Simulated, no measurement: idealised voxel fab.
process module | voxel wiring stack
cross-section cut | 285 nm wide | cells 5 nm
A cross-section is a grid of square cells, given in bands from the top down. A band is one or more rows of cells.
Each band's line starts with the height of the band's top and of its bottom, in nm. Then come its materials from left to right, each with its width in nm. One material with "throughout" fills the band from edge to edge. "air" is empty space.
Height 0 is the level under which the wafer as received is all one material. The lowest band goes on downwards, as in "0 down".
A width such as "30 to 40" changes by the same amount from each row of cells to the next, from the band's top row to its bottom row.
"no change" after a step means that no cell of the cross-section changed.
closed voids: empty space of 8 cells or more with no open way to the top, each as width x height at its distance from the left edge, in nm
after a step's settings: what the simulator itself notes on the step
overlay nm, on a step with a mask: how far to the right of its planned place the mask lay; to the left if negative
plan
1 op RECEIVE | material Si
2 op CONFORMAL_DEP | material SiO2 | thk nm 15
3 op CONFORMAL_DEP | material SiCN | thk nm 5
4 op DIRECTIONAL_DEP | material lowk | thk nm 25
5 op MASKED_ETCH | tone open | mask id METAL_1 | width nm 25 | pitch nm 50 | etch materials lowk | depth nm 25 | overlay nm 0
6 op MASKED_ETCH | tone open | mask id METAL_1 | width nm 25 | pitch nm 50 | etch materials SiCN | depth nm 5 | overlay nm 0
7 op CONFORMAL_DEP | material TiN | thk nm 5
8 op FILL_DEP | material Cu | thk nm 10
9 op CMP | height nm 45
10 op CONFORMAL_DEP | material SiCN | thk nm 5
11 op DIRECTIONAL_DEP | material lowk | thk nm 15
12 op DIRECTIONAL_DEP | material aC | thk nm 10
13 op PATTERN | tone open | mask id PLUG_1 | material resist | width nm 15 | pitch nm 50 | thk nm 25 | overlay nm 0
14 op DIRECTIONAL_ETCH | etch materials aC | depth nm 10
15 op STRIP | etch materials resist
16 op DIRECTIONAL_ETCH | etch materials lowk | depth nm 15
17 op DIRECTIONAL_ETCH | etch materials SiCN | depth nm 5
18 op STRIP | etch materials aC
19 op CONFORMAL_DEP | material TiN | thk nm 5
20 op FILL_DEP | material Cu | thk nm 5
21 op CMP | height nm 65
22 op CONFORMAL_DEP | material SiCN | thk nm 5
23 op DIRECTIONAL_DEP | material SiO2 | thk nm 25
24 op DIRECTIONAL_DEP | material aC | thk nm 15
25 op PATTERN | tone open | mask id METAL_2 | material resist | width nm 25 | pitch nm 50 | thk nm 30 | overlay nm 0
26 op DIRECTIONAL_ETCH | etch materials aC | depth nm 15
27 op STRIP | etch materials resist
28 op DIRECTIONAL_ETCH | etch materials SiO2 | depth nm 25
29 op DIRECTIONAL_ETCH | etch materials SiCN | depth nm 5
30 op STRIP | etch materials aC
31 op CONFORMAL_DEP | material TiN | thk nm 5
32 op FILL_DEP | material Cu | thk nm 10
33 op CMP | height nm 95
34 op EPI | material Ru | thk nm 5
35 op FILL_DEP | material SiCN | thk nm 5
36 op DIRECTIONAL_DEP | material SiO2 | thk nm 30
37 op MASKED_ETCH | tone open | mask id METAL_3_HOLES | width nm 15 | pitch nm 50 | etch materials SiO2 | depth nm 30 | overlay nm 0
38 op DIRECTIONAL_DEP | material aC | thk nm 15
39 op PATTERN | tone open | mask id METAL_3 | material resist | width nm 25 | pitch nm 50 | thk nm 30 | overlay nm 0
40 op DIRECTIONAL_ETCH | etch materials aC | depth nm 15
41 op STRIP | etch materials resist
42 op DIRECTIONAL_ETCH | etch materials SiO2 | depth nm 20
43 op DIRECTIONAL_ETCH | etch materials SiCN | depth nm 5
44 op STRIP | etch materials aC
45 op CONFORMAL_DEP | material TiN | thk nm 5
46 op FILL_DEP | material Cu | thk nm 10
47 op CMP | height nm 135
48 op CONFORMAL_DEP | material SiCN | thk nm 5
first wafer, as planned
as received, after step 1
  0 down: Si throughout
  closed voids: none
after step 2
  15 to 0: SiO2 throughout
  below 0: unchanged
after step 3
  20 to 15: SiCN throughout
  below 15: unchanged
after step 4
  45 to 20: lowk throughout
  below 20: unchanged
after step 5
  45 to 20: lowk 55 | air 25 | lowk 25 | air 25 | lowk 25 | air 25 | lowk 25 | air 25 | lowk 55
  below 20: unchanged
after step 6
  45 to 20: lowk 55 | air 25 | lowk 25 | air 25 | lowk 25 | air 25 | lowk 25 | air 25 | lowk 55
  20 to 15: SiCN 55 | air 25 | SiCN 25 | air 25 | SiCN 25 | air 25 | SiCN 25 | air 25 | SiCN 55
  below 15: unchanged
after step 7
  50 to 45: TiN 60 | air 15 | TiN 35 | air 15 | TiN 35 | air 15 | TiN 35 | air 15 | TiN 60
  45 to 20: lowk 55 | TiN 5 | air 15 | TiN 5 | lowk 25 | TiN 5 | air 15 | TiN 5 | lowk 25 | TiN 5 | air 15 | TiN 5 | lowk 25 | TiN 5 | air 15 | TiN 5 | lowk 55
  20 to 15: SiCN 55 | TiN 25 | SiCN 25 | TiN 25 | SiCN 25 | TiN 25 | SiCN 25 | TiN 25 | SiCN 55
  below 15: unchanged
after step 8
  60 to 50: Cu throughout
  50 to 45: TiN 60 | Cu 15 | TiN 35 | Cu 15 | TiN 35 | Cu 15 | TiN 35 | Cu 15 | TiN 60
  45 to 20: lowk 55 | TiN 5 | Cu 15 | TiN 5 | lowk 25 | TiN 5 | Cu 15 | TiN 5 | lowk 25 | TiN 5 | Cu 15 | TiN 5 | lowk 25 | TiN 5 | Cu 15 | TiN 5 | lowk 55
  below 20: unchanged
after step 9
  45 to 20: lowk 55 | TiN 5 | Cu 15 | TiN 5 | lowk 25 | TiN 5 | Cu 15 | TiN 5 | lowk 25 | TiN 5 | Cu 15 | TiN 5 | lowk 25 | TiN 5 | Cu 15 | TiN 5 | lowk 55
  below 20: unchanged
after step 10
  50 to 45: SiCN throughout
  below 45: unchanged
after step 11
  65 to 50: lowk throughout
  below 50: unchanged
after step 12
  75 to 65: aC throughout
  below 65: unchanged
after step 13
  100 to 75: resist 55 | air 15 | resist 35 | air 15 | resist 35 | air 15 | resist 35 | air 15 | resist 65
  below 75: unchanged
after step 14
  90 to 75: resist 55 | air 15 | resist 35 | air 15 | resist 35 | air 15 | resist 35 | air 15 | resist 65
  75 to 65: aC 55 | air 15 | aC 35 | air 15 | aC 35 | air 15 | aC 35 | air 15 | aC 65
  below 65: unchanged
after step 15
  75 to 65: aC 55 | air 15 | aC 35 | air 15 | aC 35 | air 15 | aC 35 | air 15 | aC 65
  below 65: unchanged
after step 16
  75 to 65: aC 55 | air 15 | aC 35 | air 15 | aC 35 | air 15 | aC 35 | air 15 | aC 65
  65 to 50: lowk 55 | air 15 | lowk 35 | air 15 | lowk 35 | air 15 | lowk 35 | air 15 | lowk 65
  below 50: unchanged
after step 17
  75 to 65: aC 55 | air 15 | aC 35 | air 15 | aC 35 | air 15 | aC 35 | air 15 | aC 65
  65 to 50: lowk 55 | air 15 | lowk 35 | air 15 | lowk 35 | air 15 | lowk 35 | air 15 | lowk 65
  50 to 45: SiCN 55 | air 15 | SiCN 35 | air 15 | SiCN 35 | air 15 | SiCN 35 | air 15 | SiCN 65
  below 45: unchanged
after step 18
  65 to 50: lowk 55 | air 15 | lowk 35 | air 15 | lowk 35 | air 15 | lowk 35 | air 15 | lowk 65
  below 50: unchanged
after step 19
  70 to 65: TiN 60 | air 5 | TiN 45 | air 5 | TiN 45 | air 5 | TiN 45 | air 5 | TiN 70
  65 to 50: lowk 55 | TiN 5 | air 5 | TiN 5 | lowk 35 | TiN 5 | air 5 | TiN 5 | lowk 35 | TiN 5 | air 5 | TiN 5 | lowk 35 | TiN 5 | air 5 | TiN 5 | lowk 65
  50 to 45: SiCN 55 | TiN 15 | SiCN 35 | TiN 15 | SiCN 35 | TiN 15 | SiCN 35 | TiN 15 | SiCN 65
  below 45: unchanged
after step 20
  75 to 70: Cu throughout
  70 to 65: TiN 60 | Cu 5 | TiN 45 | Cu 5 | TiN 45 | Cu 5 | TiN 45 | Cu 5 | TiN 70
  65 to 50: lowk 55 | TiN 5 | Cu 5 | TiN 5 | lowk 35 | TiN 5 | Cu 5 | TiN 5 | lowk 35 | TiN 5 | Cu 5 | TiN 5 | lowk 35 | TiN 5 | Cu 5 | TiN 5 | lowk 65
  below 50: unchanged
after step 21
  65 to 50: lowk 55 | TiN 5 | Cu 5 | TiN 5 | lowk 35 | TiN 5 | Cu 5 | TiN 5 | lowk 35 | TiN 5 | Cu 5 | TiN 5 | lowk 35 | TiN 5 | Cu 5 | TiN 5 | lowk 65
  below 50: unchanged
after step 22
  70 to 65: SiCN throughout
  below 65: unchanged
after step 23
  95 to 70: SiO2 throughout
  below 70: unchanged
after step 24
  110 to 95: aC throughout
  below 95: unchanged
after step 25
  140 to 110: resist 55 | air 25 | resist 25 | air 25 | resist 25 | air 25 | resist 25 | air 25 | resist 55
  below 110: unchanged
after step 26
  125 to 110: resist 55 | air 25 | resist 25 | air 25 | resist 25 | air 25 | resist 25 | air 25 | resist 55
  110 to 95: aC 55 | air 25 | aC 25 | air 25 | aC 25 | air 25 | aC 25 | air 25 | aC 55
  below 95: unchanged
after step 27
  110 to 95: aC 55 | air 25 | aC 25 | air 25 | aC 25 | air 25 | aC 25 | air 25 | aC 55
  below 95: unchanged
after step 28
  110 to 95: aC 55 | air 25 | aC 25 | air 25 | aC 25 | air 25 | aC 25 | air 25 | aC 55
  95 to 70: SiO2 55 | air 25 | SiO2 25 | air 25 | SiO2 25 | air 25 | SiO2 25 | air 25 | SiO2 55
  below 70: unchanged
after step 29
  110 to 95: aC 55 | air 25 | aC 25 | air 25 | aC 25 | air 25 | aC 25 | air 25 | aC 55
  95 to 70: SiO2 55 | air 25 | SiO2 25 | air 25 | SiO2 25 | air 25 | SiO2 25 | air 25 | SiO2 55
  70 to 65: SiCN 55 | air 25 | SiCN 25 | air 25 | SiCN 25 | air 25 | SiCN 25 | air 25 | SiCN 55
  below 65: unchanged
after step 30
  95 to 70: SiO2 55 | air 25 | SiO2 25 | air 25 | SiO2 25 | air 25 | SiO2 25 | air 25 | SiO2 55
  below 70: unchanged
after step 31
  100 to 95: TiN 60 | air 15 | TiN 35 | air 15 | TiN 35 | air 15 | TiN 35 | air 15 | TiN 60
  95 to 70: SiO2 55 | TiN 5 | air 15 | TiN 5 | SiO2 25 | TiN 5 | air 15 | TiN 5 | SiO2 25 | TiN 5 | air 15 | TiN 5 | SiO2 25 | TiN 5 | air 15 | TiN 5 | SiO2 55
  70 to 65: SiCN 55 | TiN 25 | SiCN 25 | TiN 25 | SiCN 25 | TiN 25 | SiCN 25 | TiN 25 | SiCN 55
  below 65: unchanged
after step 32
  110 to 100: Cu throughout
  100 to 95: TiN 60 | Cu 15 | TiN 35 | Cu 15 | TiN 35 | Cu 15 | TiN 35 | Cu 15 | TiN 60
  95 to 70: SiO2 55 | TiN 5 | Cu 15 | TiN 5 | SiO2 25 | TiN 5 | Cu 15 | TiN 5 | SiO2 25 | TiN 5 | Cu 15 | TiN 5 | SiO2 25 | TiN 5 | Cu 15 | TiN 5 | SiO2 55
  below 70: unchanged
after step 33
  95 to 70: SiO2 55 | TiN 5 | Cu 15 | TiN 5 | SiO2 25 | TiN 5 | Cu 15 | TiN 5 | SiO2 25 | TiN 5 | Cu 15 | TiN 5 | SiO2 25 | TiN 5 | Cu 15 | TiN 5 | SiO2 55
  below 70: unchanged
after step 34
  100 to 95: air 50 | Ru 35 | air 15 | Ru 35 | air 15 | Ru 35 | air 15 | Ru 35 | air 50
  below 95: unchanged
after step 35
  105 to 100: SiCN throughout
  100 to 95: SiCN 50 | Ru 35 | SiCN 15 | Ru 35 | SiCN 15 | Ru 35 | SiCN 15 | Ru 35 | SiCN 50
  below 95: unchanged
after step 36
  135 to 105: SiO2 throughout
  below 105: unchanged
after step 37
  135 to 105: SiO2 55 | air 15 | SiO2 35 | air 15 | SiO2 35 | air 15 | SiO2 35 | air 15 | SiO2 65
  below 105: unchanged
after step 38
  150 to 135: aC 55 | air 15 | aC 35 | air 15 | aC 35 | air 15 | aC 35 | air 15 | aC 65
  135 to 120: SiO2 55 | air 15 | SiO2 35 | air 15 | SiO2 35 | air 15 | SiO2 35 | air 15 | SiO2 65
  120 to 105: SiO2 55 | aC 15 | SiO2 35 | aC 15 | SiO2 35 | aC 15 | SiO2 35 | aC 15 | SiO2 65
  below 105: unchanged
after step 39
  180 to 150: resist 55 | air 25 | resist 25 | air 25 | resist 25 | air 25 | resist 25 | air 25 | resist 55
  below 150: unchanged
after step 40
  165 to 150: resist 55 | air 25 | resist 25 | air 25 | resist 25 | air 25 | resist 25 | air 25 | resist 55
  150 to 135: aC 55 | air 25 | aC 25 | air 25 | aC 25 | air 25 | aC 25 | air 25 | aC 55
  135 to 105: SiO2 55 | air 15 | SiO2 35 | air 15 | SiO2 35 | air 15 | SiO2 35 | air 15 | SiO2 65
  below 105: unchanged
after step 41
  150 to 135: aC 55 | air 25 | aC 25 | air 25 | aC 25 | air 25 | aC 25 | air 25 | aC 55
  below 135: unchanged
after step 42
  150 to 135: aC 55 | air 25 | aC 25 | air 25 | aC 25 | air 25 | aC 25 | air 25 | aC 55
  135 to 115: SiO2 55 | air 25 | SiO2 25 | air 25 | SiO2 25 | air 25 | SiO2 25 | air 25 | SiO2 55
  below 115: unchanged
after step 43
  150 to 135: aC 55 | air 25 | aC 25 | air 25 | aC 25 | air 25 | aC 25 | air 25 | aC 55
  135 to 115: SiO2 55 | air 25 | SiO2 25 | air 25 | SiO2 25 | air 25 | SiO2 25 | air 25 | SiO2 55
  115 to 105: SiO2 55 | air 15 | SiO2 35 | air 15 | SiO2 35 | air 15 | SiO2 35 | air 15 | SiO2 65
  105 to 100: SiCN 55 | air 15 | SiCN 35 | air 15 | SiCN 35 | air 15 | SiCN 35 | air 15 | SiCN 65
  below 100: unchanged
after step 44
  135 to 115: SiO2 55 | air 25 | SiO2 25 | air 25 | SiO2 25 | air 25 | SiO2 25 | air 25 | SiO2 55
  below 115: unchanged
after step 45
  140 to 135: TiN 60 | air 15 | TiN 35 | air 15 | TiN 35 | air 15 | TiN 35 | air 15 | TiN 60
  135 to 120: SiO2 55 | TiN 5 | air 15 | TiN 5 | SiO2 25 | TiN 5 | air 15 | TiN 5 | SiO2 25 | TiN 5 | air 15 | TiN 5 | SiO2 25 | TiN 5 | air 15 | TiN 5 | SiO2 55
  120 to 115: SiO2 55 | TiN 5 | air 5 | TiN 15 | SiO2 25 | TiN 5 | air 5 | TiN 15 | SiO2 25 | TiN 5 | air 5 | TiN 15 | SiO2 25 | TiN 5 | air 5 | TiN 15 | SiO2 55
  115 to 105: SiO2 55 | TiN 5 | air 5 | TiN 5 | SiO2 35 | TiN 5 | air 5 | TiN 5 | SiO2 35 | TiN 5 | air 5 | TiN 5 | SiO2 35 | TiN 5 | air 5 | TiN 5 | SiO2 65
  105 to 100: SiCN 55 | TiN 15 | SiCN 35 | TiN 15 | SiCN 35 | TiN 15 | SiCN 35 | TiN 15 | SiCN 65
  below 100: unchanged
after step 46
  150 to 140: Cu throughout
  140 to 135: TiN 60 | Cu 15 | TiN 35 | Cu 15 | TiN 35 | Cu 15 | TiN 35 | Cu 15 | TiN 60
  135 to 120: SiO2 55 | TiN 5 | Cu 15 | TiN 5 | SiO2 25 | TiN 5 | Cu 15 | TiN 5 | SiO2 25 | TiN 5 | Cu 15 | TiN 5 | SiO2 25 | TiN 5 | Cu 15 | TiN 5 | SiO2 55
  120 to 115: SiO2 55 | TiN 5 | Cu 5 | TiN 15 | SiO2 25 | TiN 5 | Cu 5 | TiN 15 | SiO2 25 | TiN 5 | Cu 5 | TiN 15 | SiO2 25 | TiN 5 | Cu 5 | TiN 15 | SiO2 55
  115 to 105: SiO2 55 | TiN 5 | Cu 5 | TiN 5 | SiO2 35 | TiN 5 | Cu 5 | TiN 5 | SiO2 35 | TiN 5 | Cu 5 | TiN 5 | SiO2 35 | TiN 5 | Cu 5 | TiN 5 | SiO2 65
  below 105: unchanged
after step 47
  135 to 120: SiO2 55 | TiN 5 | Cu 15 | TiN 5 | SiO2 25 | TiN 5 | Cu 15 | TiN 5 | SiO2 25 | TiN 5 | Cu 15 | TiN 5 | SiO2 25 | TiN 5 | Cu 15 | TiN 5 | SiO2 55
  below 120: unchanged
after step 48
  140 to 135: SiCN throughout
  below 135: unchanged
second wafer: like start, like plan, one mistake. Through step 2 it matches the first wafer
when step 3 should have ended
  20 to 15: Ru throughout
  below 15: unchanged
when step 4 should have ended
  45 to 20: lowk throughout
  below 20: unchanged
when step 5 should have ended
  45 to 20: lowk 55 | air 25 | lowk 25 | air 25 | lowk 25 | air 25 | lowk 25 | air 25 | lowk 55
  below 20: unchanged
when step 6 should have ended: no change
when step 7 should have ended
  50 to 45: TiN 60 | air 15 | TiN 35 | air 15 | TiN 35 | air 15 | TiN 35 | air 15 | TiN 60
  45 to 25: lowk 55 | TiN 5 | air 15 | TiN 5 | lowk 25 | TiN 5 | air 15 | TiN 5 | lowk 25 | TiN 5 | air 15 | TiN 5 | lowk 25 | TiN 5 | air 15 | TiN 5 | lowk 55
  25 to 20: lowk 55 | TiN 25 | lowk 25 | TiN 25 | lowk 25 | TiN 25 | lowk 25 | TiN 25 | lowk 55
  below 20: unchanged
when step 8 should have ended
  60 to 50: Cu throughout
  50 to 45: TiN 60 | Cu 15 | TiN 35 | Cu 15 | TiN 35 | Cu 15 | TiN 35 | Cu 15 | TiN 60
  45 to 25: lowk 55 | TiN 5 | Cu 15 | TiN 5 | lowk 25 | TiN 5 | Cu 15 | TiN 5 | lowk 25 | TiN 5 | Cu 15 | TiN 5 | lowk 25 | TiN 5 | Cu 15 | TiN 5 | lowk 55
  below 25: unchanged
when step 9 should have ended
  45 to 25: lowk 55 | TiN 5 | Cu 15 | TiN 5 | lowk 25 | TiN 5 | Cu 15 | TiN 5 | lowk 25 | TiN 5 | Cu 15 | TiN 5 | lowk 25 | TiN 5 | Cu 15 | TiN 5 | lowk 55
  below 25: unchanged
when step 10 should have ended
  50 to 45: SiCN throughout
  below 45: unchanged
when step 11 should have ended
  65 to 50: lowk throughout
  below 50: unchanged
when step 12 should have ended
  75 to 65: aC throughout
  below 65: unchanged
when step 13 should have ended
  100 to 75: resist 55 | air 15 | resist 35 | air 15 | resist 35 | air 15 | resist 35 | air 15 | resist 65
  below 75: unchanged
when step 14 should have ended
  90 to 75: resist 55 | air 15 | resist 35 | air 15 | resist 35 | air 15 | resist 35 | air 15 | resist 65
  75 to 65: aC 55 | air 15 | aC 35 | air 15 | aC 35 | air 15 | aC 35 | air 15 | aC 65
  below 65: unchanged
when step 15 should have ended
  75 to 65: aC 55 | air 15 | aC 35 | air 15 | aC 35 | air 15 | aC 35 | air 15 | aC 65
  below 65: unchanged
when step 16 should have ended
  75 to 65: aC 55 | air 15 | aC 35 | air 15 | aC 35 | air 15 | aC 35 | air 15 | aC 65
  65 to 50: lowk 55 | air 15 | lowk 35 | air 15 | lowk 35 | air 15 | lowk 35 | air 15 | lowk 65
  below 50: unchanged
when step 17 should have ended
  75 to 65: aC 55 | air 15 | aC 35 | air 15 | aC 35 | air 15 | aC 35 | air 15 | aC 65
  65 to 50: lowk 55 | air 15 | lowk 35 | air 15 | lowk 35 | air 15 | lowk 35 | air 15 | lowk 65
  50 to 45: SiCN 55 | air 15 | SiCN 35 | air 15 | SiCN 35 | air 15 | SiCN 35 | air 15 | SiCN 65
  below 45: unchanged
when step 18 should have ended
  65 to 50: lowk 55 | air 15 | lowk 35 | air 15 | lowk 35 | air 15 | lowk 35 | air 15 | lowk 65
  below 50: unchanged
when step 19 should have ended
  70 to 65: TiN 60 | air 5 | TiN 45 | air 5 | TiN 45 | air 5 | TiN 45 | air 5 | TiN 70
  65 to 50: lowk 55 | TiN 5 | air 5 | TiN 5 | lowk 35 | TiN 5 | air 5 | TiN 5 | lowk 35 | TiN 5 | air 5 | TiN 5 | lowk 35 | TiN 5 | air 5 | TiN 5 | lowk 65
  50 to 45: SiCN 55 | TiN 15 | SiCN 35 | TiN 15 | SiCN 35 | TiN 15 | SiCN 35 | TiN 15 | SiCN 65
  below 45: unchanged
when step 20 should have ended
  75 to 70: Cu throughout
  70 to 65: TiN 60 | Cu 5 | TiN 45 | Cu 5 | TiN 45 | Cu 5 | TiN 45 | Cu 5 | TiN 70
  65 to 50: lowk 55 | TiN 5 | Cu 5 | TiN 5 | lowk 35 | TiN 5 | Cu 5 | TiN 5 | lowk 35 | TiN 5 | Cu 5 | TiN 5 | lowk 35 | TiN 5 | Cu 5 | TiN 5 | lowk 65
  below 50: unchanged
when step 21 should have ended
  65 to 50: lowk 55 | TiN 5 | Cu 5 | TiN 5 | lowk 35 | TiN 5 | Cu 5 | TiN 5 | lowk 35 | TiN 5 | Cu 5 | TiN 5 | lowk 35 | TiN 5 | Cu 5 | TiN 5 | lowk 65
  below 50: unchanged
when step 22 should have ended
  70 to 65: SiCN throughout
  below 65: unchanged
when step 23 should have ended
  95 to 70: SiO2 throughout
  below 70: unchanged
when step 24 should have ended
  110 to 95: aC throughout
  below 95: unchanged
when step 25 should have ended
  140 to 110: resist 55 | air 25 | resist 25 | air 25 | resist 25 | air 25 | resist 25 | air 25 | resist 55
  below 110: unchanged
when step 26 should have ended
  125 to 110: resist 55 | air 25 | resist 25 | air 25 | resist 25 | air 25 | resist 25 | air 25 | resist 55
  110 to 95: aC 55 | air 25 | aC 25 | air 25 | aC 25 | air 25 | aC 25 | air 25 | aC 55
  below 95: unchanged
when step 27 should have ended
  110 to 95: aC 55 | air 25 | aC 25 | air 25 | aC 25 | air 25 | aC 25 | air 25 | aC 55
  below 95: unchanged
when step 28 should have ended
  110 to 95: aC 55 | air 25 | aC 25 | air 25 | aC 25 | air 25 | aC 25 | air 25 | aC 55
  95 to 70: SiO2 55 | air 25 | SiO2 25 | air 25 | SiO2 25 | air 25 | SiO2 25 | air 25 | SiO2 55
  below 70: unchanged
when step 29 should have ended
  110 to 95: aC 55 | air 25 | aC 25 | air 25 | aC 25 | air 25 | aC 25 | air 25 | aC 55
  95 to 70: SiO2 55 | air 25 | SiO2 25 | air 25 | SiO2 25 | air 25 | SiO2 25 | air 25 | SiO2 55
  70 to 65: SiCN 55 | air 25 | SiCN 25 | air 25 | SiCN 25 | air 25 | SiCN 25 | air 25 | SiCN 55
  below 65: unchanged
when step 30 should have ended
  95 to 70: SiO2 55 | air 25 | SiO2 25 | air 25 | SiO2 25 | air 25 | SiO2 25 | air 25 | SiO2 55
  below 70: unchanged
when step 31 should have ended
  100 to 95: TiN 60 | air 15 | TiN 35 | air 15 | TiN 35 | air 15 | TiN 35 | air 15 | TiN 60
  95 to 70: SiO2 55 | TiN 5 | air 15 | TiN 5 | SiO2 25 | TiN 5 | air 15 | TiN 5 | SiO2 25 | TiN 5 | air 15 | TiN 5 | SiO2 25 | TiN 5 | air 15 | TiN 5 | SiO2 55
  70 to 65: SiCN 55 | TiN 25 | SiCN 25 | TiN 25 | SiCN 25 | TiN 25 | SiCN 25 | TiN 25 | SiCN 55
  below 65: unchanged
when step 32 should have ended
  110 to 100: Cu throughout
  100 to 95: TiN 60 | Cu 15 | TiN 35 | Cu 15 | TiN 35 | Cu 15 | TiN 35 | Cu 15 | TiN 60
  95 to 70: SiO2 55 | TiN 5 | Cu 15 | TiN 5 | SiO2 25 | TiN 5 | Cu 15 | TiN 5 | SiO2 25 | TiN 5 | Cu 15 | TiN 5 | SiO2 25 | TiN 5 | Cu 15 | TiN 5 | SiO2 55
  below 70: unchanged
when step 33 should have ended
  95 to 70: SiO2 55 | TiN 5 | Cu 15 | TiN 5 | SiO2 25 | TiN 5 | Cu 15 | TiN 5 | SiO2 25 | TiN 5 | Cu 15 | TiN 5 | SiO2 25 | TiN 5 | Cu 15 | TiN 5 | SiO2 55
  below 70: unchanged
when step 34 should have ended
  100 to 95: air 50 | Ru 35 | air 15 | Ru 35 | air 15 | Ru 35 | air 15 | Ru 35 | air 50
  below 95: unchanged
when step 35 should have ended
  105 to 100: SiCN throughout
  100 to 95: SiCN 50 | Ru 35 | SiCN 15 | Ru 35 | SiCN 15 | Ru 35 | SiCN 15 | Ru 35 | SiCN 50
  below 95: unchanged
when step 36 should have ended
  135 to 105: SiO2 throughout
  below 105: unchanged
when step 37 should have ended
  135 to 105: SiO2 55 | air 15 | SiO2 35 | air 15 | SiO2 35 | air 15 | SiO2 35 | air 15 | SiO2 65
  below 105: unchanged
when step 38 should have ended
  150 to 135: aC 55 | air 15 | aC 35 | air 15 | aC 35 | air 15 | aC 35 | air 15 | aC 65
  135 to 120: SiO2 55 | air 15 | SiO2 35 | air 15 | SiO2 35 | air 15 | SiO2 35 | air 15 | SiO2 65
  120 to 105: SiO2 55 | aC 15 | SiO2 35 | aC 15 | SiO2 35 | aC 15 | SiO2 35 | aC 15 | SiO2 65
  below 105: unchanged
when step 39 should have ended
  180 to 150: resist 55 | air 25 | resist 25 | air 25 | resist 25 | air 25 | resist 25 | air 25 | resist 55
  below 150: unchanged
when step 40 should have ended
  165 to 150: resist 55 | air 25 | resist 25 | air 25 | resist 25 | air 25 | resist 25 | air 25 | resist 55
  150 to 135: aC 55 | air 25 | aC 25 | air 25 | aC 25 | air 25 | aC 25 | air 25 | aC 55
  135 to 105: SiO2 55 | air 15 | SiO2 35 | air 15 | SiO2 35 | air 15 | SiO2 35 | air 15 | SiO2 65
  below 105: unchanged
when step 41 should have ended
  150 to 135: aC 55 | air 25 | aC 25 | air 25 | aC 25 | air 25 | aC 25 | air 25 | aC 55
  below 135: unchanged
when step 42 should have ended
  150 to 135: aC 55 | air 25 | aC 25 | air 25 | aC 25 | air 25 | aC 25 | air 25 | aC 55
  135 to 115: SiO2 55 | air 25 | SiO2 25 | air 25 | SiO2 25 | air 25 | SiO2 25 | air 25 | SiO2 55
  below 115: unchanged
when step 43 should have ended
  150 to 135: aC 55 | air 25 | aC 25 | air 25 | aC 25 | air 25 | aC 25 | air 25 | aC 55
  135 to 115: SiO2 55 | air 25 | SiO2 25 | air 25 | SiO2 25 | air 25 | SiO2 25 | air 25 | SiO2 55
  115 to 105: SiO2 55 | air 15 | SiO2 35 | air 15 | SiO2 35 | air 15 | SiO2 35 | air 15 | SiO2 65
  105 to 100: SiCN 55 | air 15 | SiCN 35 | air 15 | SiCN 35 | air 15 | SiCN 35 | air 15 | SiCN 65
  below 100: unchanged
when step 44 should have ended
  135 to 115: SiO2 55 | air 25 | SiO2 25 | air 25 | SiO2 25 | air 25 | SiO2 25 | air 25 | SiO2 55
  below 115: unchanged
when step 45 should have ended
  140 to 135: TiN 60 | air 15 | TiN 35 | air 15 | TiN 35 | air 15 | TiN 35 | air 15 | TiN 60
  135 to 120: SiO2 55 | TiN 5 | air 15 | TiN 5 | SiO2 25 | TiN 5 | air 15 | TiN 5 | SiO2 25 | TiN 5 | air 15 | TiN 5 | SiO2 25 | TiN 5 | air 15 | TiN 5 | SiO2 55
  120 to 115: SiO2 55 | TiN 5 | air 5 | TiN 15 | SiO2 25 | TiN 5 | air 5 | TiN 15 | SiO2 25 | TiN 5 | air 5 | TiN 15 | SiO2 25 | TiN 5 | air 5 | TiN 15 | SiO2 55
  115 to 105: SiO2 55 | TiN 5 | air 5 | TiN 5 | SiO2 35 | TiN 5 | air 5 | TiN 5 | SiO2 35 | TiN 5 | air 5 | TiN 5 | SiO2 35 | TiN 5 | air 5 | TiN 5 | SiO2 65
  105 to 100: SiCN 55 | TiN 15 | SiCN 35 | TiN 15 | SiCN 35 | TiN 15 | SiCN 35 | TiN 15 | SiCN 65
  below 100: unchanged
when step 46 should have ended
  150 to 140: Cu throughout
  140 to 135: TiN 60 | Cu 15 | TiN 35 | Cu 15 | TiN 35 | Cu 15 | TiN 35 | Cu 15 | TiN 60
  135 to 120: SiO2 55 | TiN 5 | Cu 15 | TiN 5 | SiO2 25 | TiN 5 | Cu 15 | TiN 5 | SiO2 25 | TiN 5 | Cu 15 | TiN 5 | SiO2 25 | TiN 5 | Cu 15 | TiN 5 | SiO2 55
  120 to 115: SiO2 55 | TiN 5 | Cu 5 | TiN 15 | SiO2 25 | TiN 5 | Cu 5 | TiN 15 | SiO2 25 | TiN 5 | Cu 5 | TiN 15 | SiO2 25 | TiN 5 | Cu 5 | TiN 15 | SiO2 55
  115 to 105: SiO2 55 | TiN 5 | Cu 5 | TiN 5 | SiO2 35 | TiN 5 | Cu 5 | TiN 5 | SiO2 35 | TiN 5 | Cu 5 | TiN 5 | SiO2 35 | TiN 5 | Cu 5 | TiN 5 | SiO2 65
  below 105: unchanged
when step 47 should have ended
  135 to 120: SiO2 55 | TiN 5 | Cu 15 | TiN 5 | SiO2 25 | TiN 5 | Cu 15 | TiN 5 | SiO2 25 | TiN 5 | Cu 15 | TiN 5 | SiO2 25 | TiN 5 | Cu 15 | TiN 5 | SiO2 55
  below 120: unchanged
when step 48 should have ended
  140 to 135: SiCN throughout
  below 135: unchanged
what went wrong: step 3 ran as: op CONFORMAL_DEP | material Ru | thk nm 5
at the end the second wafer has, in cells: 12 fewer of Cu | 57 more of Ru | 37 fewer of SiCN | 8 fewer of TiN
